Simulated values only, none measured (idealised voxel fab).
Process module under the name voxel gate over fins
Cross-section cut: width 165 nm, square cells of 5 nm.
Square cells in a grid make up a cross-section in this document, and the grid is given as bands, listed from the top down, each one or more rows of cells. Quick guide to a band line: top height, bottom height (nm) up front; then every material left to right with its width in nm. Only one material and it's marked "edge to edge"? Then it fills the band edge to edge. And "empty" just means empty space. Heights are reckoned from 0. Under this level, the received wafer is all of one material. The bottommost band is open-ended downward, for example "top 0, no bottom". Graded width ("30..40"): value in top row of band = first number; value in bottom row = second number; row-to-row change constant. "nothing different" -> step changed no cross-section cell. "Fully closed voids": sealed empty spaces, 8 cells or more, no open way to top, listed width x height at distance, with distance from the left edge and width, height and distance in nm. That trailing text on a step's line, after the settings, is the simulator's own remark on the step. overlay nm: where the mask lay relative to plan, measured to the right, on steps with a mask; negatives go left.

Planned process steps:
step 1: RECEIVE (material Si)
step 2: CONFORMAL_DEP (material SiN; thk nm 10)
step 3: MASKED_ETCH (tone cover; mask id FINS; width nm 15; pitch nm 35; etch materials SiN; depth nm 10; overlay nm 0)
step 4: MASKED_ETCH (tone cover; mask id FINS; width nm 15; pitch nm 35; etch materials Si; depth nm 30; overlay nm 0)
step 5: OXIDIZE (depth nm 5)
step 6: FILL_DEP (material SiO2; thk nm 5)
step 7: CMP (height nm 10)
step 8: SELECTIVE_ETCH (etch materials SiO2; depth nm 20)
step 9: STRIP (etch materials SiN)
step 10: CONFORMAL_DEP (material HfO2; thk nm 5)
step 11: CONFORMAL_DEP (material TiN; thk nm 5)
step 12: FILL_DEP (material W; thk nm 10)
step 13: CMP (height nm 15)
step 14: CONFORMAL_DEP (material SiN; thk nm 10)

First of two wafers: run as planned:

As-received wafer cross-section (after step 1):
  top 0, no bottom | Si edge to edge
  Fully closed voids: none

Cross-section through the wafer, step 2 finished:
  top 10, bottom 0 | SiN edge to edge
  Whatever lies below 0 is exactly as it was before.

Cross-section through the wafer, step 3 finished:
  top 10, bottom 0 | empty: 40, SiN: 15, empty: 20, SiN: 15, empty: 20, SiN: 15, empty: 40
  Whatever lies below 0 is exactly as it was before.

Cross-section through the wafer, step 4 finished:
  top 10, bottom 0 | empty: 40, SiN: 15, empty: 20, SiN: 15, empty: 20, SiN: 15, empty: 40
  top 0, bottom -30 | empty: 40, Si: 15, empty: 20, Si: 15, empty: 20, Si: 15, empty: 40
  Whatever lies below -30 is exactly as it was before.

Cross-section through the wafer, step 5 finished:
  top 10, bottom 0 | empty: 40, SiN: 15, empty: 20, SiN: 15, empty: 20, SiN: 15, empty: 40
  top 0, bottom -30 | empty: 40, SiO2: 5, Si: 5, SiO2: 5, empty: 20, SiO2: 5, Si: 5, SiO2: 5, empty: 20, SiO2: 5, Si: 5, SiO2: 5, empty: 40
  top -30, bottom -35 | SiO2: 45, Si: 5, SiO2: 30, Si: 5, SiO2: 30, Si: 5, SiO2: 45
  Whatever lies below -35 is exactly as it was before.

Cross-section through the wafer, step 6 finished:
  top 15, bottom 10 | SiO2 edge to edge
  top 10, bottom 0 | SiO2: 40, SiN: 15, SiO2: 20, SiN: 15, SiO2: 20, SiN: 15, SiO2: 40
  top 0, bottom -35 | SiO2: 45, Si: 5, SiO2: 30, Si: 5, SiO2: 30, Si: 5, SiO2: 45
  Whatever lies below -35 is exactly as it was before.

Cross-section through the wafer, step 7 finished:
  top 10, bottom 0 | SiO2: 40, SiN: 15, SiO2: 20, SiN: 15, SiO2: 20, SiN: 15, SiO2: 40
  Whatever lies below 0 is exactly as it was before.

Cross-section through the wafer, step 8 finished:
  top 10, bottom 0 | empty: 40, SiN: 15, empty: 20, SiN: 15, empty: 20, SiN: 15, empty: 40
  top 0, bottom -10 | empty: 45, Si: 5, empty: 30, Si: 5, empty: 30, Si: 5, empty: 45
  Whatever lies below -10 is exactly as it was before.

Cross-section through the wafer, step 9 finished:
  top 0, bottom -10 | empty: 45, Si: 5, empty: 30, Si: 5, empty: 30, Si: 5, empty: 45
  Whatever lies below -10 is exactly as it was before.

Cross-section through the wafer, step 10 finished:
  top 5, bottom 0 | empty: 40, HfO2: 15, empty: 20, HfO2: 15, empty: 20, HfO2: 15, empty: 40
  top 0, bottom -5 | empty: 40, HfO2: 5, Si: 5, HfO2: 5, empty: 20, HfO2: 5, Si: 5, HfO2: 5, empty: 20, HfO2: 5, Si: 5, HfO2: 5, empty: 40
  top -5, bottom -10 | HfO2: 45, Si: 5, HfO2: 30, Si: 5, HfO2: 30, Si: 5, HfO2: 45
  Whatever lies below -10 is exactly as it was before.

Cross-section through the wafer, step 11 finished:
  top 10, bottom 5 | empty: 35, TiN: 25, empty: 10, TiN: 25, empty: 10, TiN: 25, empty: 35
  top 5, bottom 0 | empty: 35, TiN: 5, HfO2: 15, TiN: 5, empty: 10, TiN: 5, HfO2: 15, TiN: 5, empty: 10, TiN: 5, HfO2: 15, TiN: 5, empty: 35
  top 0, bottom -5 | TiN: 40, HfO2: 5, Si: 5, HfO2: 5, TiN: 20, HfO2: 5, Si: 5, HfO2: 5, TiN: 20, HfO2: 5, Si: 5, HfO2: 5, TiN: 40
  Whatever lies below -5 is exactly as it was before.

Cross-section through the wafer, step 12 finished:
  top 20, bottom 10 | W edge to edge
  top 10, bottom 5 | W: 35, TiN: 25, W: 10, TiN: 25, W: 10, TiN: 25, W: 35
  top 5, bottom 0 | W: 35, TiN: 5, HfO2: 15, TiN: 5, W: 10, TiN: 5, HfO2: 15, TiN: 5, W: 10, TiN: 5, HfO2: 15, TiN: 5, W: 35
  Whatever lies below 0 is exactly as it was before.

Cross-section through the wafer, step 13 finished:
  top 15, bottom 10 | W edge to edge
  Whatever lies below 10 is exactly as it was before.

Cross-section through the wafer, step 14 finished:
  top 25, bottom 15 | SiN edge to edge
  Whatever lies below 15 is exactly as it was before.

The second wafer began exactly as the first did and followed the same plan, but one mistake was made while running it; through step 3 inclusive, the two wafers are identical:

Cross-section: second wafer, time at which step 4 was scheduled to end:
  top 10, bottom 0 | empty: 40, SiN: 15, empty: 20, SiN: 15, empty: 20, SiN: 15, empty: 40
  top 0, bottom -60 | empty: 40, Si: 15, empty: 20, Si: 15, empty: 20, Si: 15, empty: 40
  Whatever lies below -60 is exactly as it was before.

Cross-section: second wafer, time at which step 5 was scheduled to end:
  top 10, bottom 0 | empty: 40, SiN: 15, empty: 20, SiN: 15, empty: 20, SiN: 15, empty: 40
  top 0, bottom -60 | empty: 40, SiO2: 5, Si: 5, SiO2: 5, empty: 20, SiO2: 5, Si: 5, SiO2: 5, empty: 20, SiO2: 5, Si: 5, SiO2: 5, empty: 40
  top -60, bottom -65 | SiO2: 45, Si: 5, SiO2: 30, Si: 5, SiO2: 30, Si: 5, SiO2: 45
  Whatever lies below -65 is exactly as it was before.

Cross-section: second wafer, time at which step 6 was scheduled to end:
  top 15, bottom 10 | SiO2 edge to edge
  top 10, bottom 0 | SiO2: 40, SiN: 15, SiO2: 20, SiN: 15, SiO2: 20, SiN: 15, SiO2: 40
  top 0, bottom -65 | SiO2: 45, Si: 5, SiO2: 30, Si: 5, SiO2: 30, Si: 5, SiO2: 45
  Whatever lies below -65 is exactly as it was before.

Cross-section: second wafer, time at which step 7 was scheduled to end:
  top 10, bottom 0 | SiO2: 40, SiN: 15, SiO2: 20, SiN: 15, SiO2: 20, SiN: 15, SiO2: 40
  Whatever lies below 0 is exactly as it was before.

Cross-section: second wafer, time at which step 8 was scheduled to end:
  top 10, bottom 0 | empty: 40, SiN: 15, empty: 20, SiN: 15, empty: 20, SiN: 15, empty: 40
  top 0, bottom -10 | empty: 45, Si: 5, empty: 30, Si: 5, empty: 30, Si: 5, empty: 45
  Whatever lies below -10 is exactly as it was before.

Cross-section: second wafer, time at which step 9 was scheduled to end:
  top 0, bottom -10 | empty: 45, Si: 5, empty: 30, Si: 5, empty: 30, Si: 5, empty: 45
  Whatever lies below -10 is exactly as it was before.

Cross-section: second wafer, time at which step 10 was scheduled to end:
  top 5, bottom 0 | empty: 40, HfO2: 15, empty: 20, HfO2: 15, empty: 20, HfO2: 15, empty: 40
  top 0, bottom -5 | empty: 40, HfO2: 5, Si: 5, HfO2: 5, empty: 20, HfO2: 5, Si: 5, HfO2: 5, empty: 20, HfO2: 5, Si: 5, HfO2: 5, empty: 40
  top -5, bottom -10 | HfO2: 45, Si: 5, HfO2: 30, Si: 5, HfO2: 30, Si: 5, HfO2: 45
  Whatever lies below -10 is exactly as it was before.

Cross-section: second wafer, time at which step 11 was scheduled to end:
  top 10, bottom 5 | empty: 35, TiN: 25, empty: 10, TiN: 25, empty: 10, TiN: 25, empty: 35
  top 5, bottom 0 | empty: 35, TiN: 5, HfO2: 15, TiN: 5, empty: 10, TiN: 5, HfO2: 15, TiN: 5, empty: 10, TiN: 5, HfO2: 15, TiN: 5, empty: 35
  top 0, bottom -5 | TiN: 40, HfO2: 5, Si: 5, HfO2: 5, TiN: 20, HfO2: 5, Si: 5, HfO2: 5, TiN: 20, HfO2: 5, Si: 5, HfO2: 5, TiN: 40
  Whatever lies below -5 is exactly as it was before.

Cross-section: second wafer, time at which step 12 was scheduled to end:
  top 20, bottom 10 | W edge to edge
  top 10, bottom 5 | W: 35, TiN: 25, W: 10, TiN: 25, W: 10, TiN: 25, W: 35
  top 5, bottom 0 | W: 35, TiN: 5, HfO2: 15, TiN: 5, W: 10, TiN: 5, HfO2: 15, TiN: 5, W: 10, TiN: 5, HfO2: 15, TiN: 5, W: 35
  Whatever lies below 0 is exactly as it was before.

Cross-section: second wafer, time at which step 13 was scheduled to end:
  top 15, bottom 10 | W edge to edge
  Whatever lies below 10 is exactly as it was before.

Cross-section: second wafer, time at which step 14 was scheduled to end:
  top 25, bottom 15 | SiN edge to edge
  Whatever lies below 15 is exactly as it was before.
Deviation noted in wafer processing: step 4 of the plan was executed twice over
Wafer comparison, final, in cells, second relative to first, materials more or fewer: Si -180, SiO2 +180
